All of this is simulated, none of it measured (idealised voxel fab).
process module | voxel lift off
cross-section cut | 290 nm wide | cells 5 nm
A cross-section is a grid of square cells, given in bands from the top down. A band is one or more rows of cells.
Each band's line starts with the height of the band's top and of its bottom, in nm. Then come its materials from left to right, each with its width in nm. One material with "throughout" fills the band from edge to edge. "air" is empty space.
Height 0 is the level under which the wafer as received is all one material. The lowest band goes on downwards, as in "0 down".
A width such as "30 to 40" changes by the same amount from each row of cells to the next, from the band's top row to its bottom row.
"no change" after a step means that no cell of the cross-section changed.
closed voids: empty space of 8 cells or more with no open way to the top, each as width x height at its distance from the left edge, in nm
after a step's settings: what the simulator itself notes on the step
overlay nm, on a step with a mask: how far to the right of its planned place the mask lay; to the left if negative
plan
1 op RECEIVE | material Si
2 op CONFORMAL_DEP | material SiO2 | thk nm 10
3 op PATTERN | tone open | mask id LINES | material resist | width nm 20 | pitch nm 35 | thk nm 20 | overlay nm -15
4 op DIRECTIONAL_DEP | material Ru | thk nm 10
5 op STRIP | etch materials resist
6 op CONFORMAL_DEP | material SiCN | thk nm 5
varied across the wafers: overlay nm of step 3. The plan shows the first wafer's value. All wafers start alike
first wafer as received, after step 1
  0 down: Si throughout
  closed voids: none
each wafer at the end: cells of each material gained (+) or lost (-) since it was received, then its closed voids
overlay nm -15 | +32 Ru | +74 SiCN | +116 SiO2 | closed voids: none
overlay nm -10 | +32 Ru | +74 SiCN | +116 SiO2 | closed voids: none
overlay nm -5 | +32 Ru | +74 SiCN | +116 SiO2 | closed voids: none
overlay nm 0 | +32 Ru | +74 SiCN | +116 SiO2 | closed voids: none
overlay nm 5 | +32 Ru | +74 SiCN | +116 SiO2 | closed voids: none
overlay nm 10 | +32 Ru | +74 SiCN | +116 SiO2 | closed voids: none
overlay nm 15 | +32 Ru | +74 SiCN | +116 SiO2 | closed voids: none
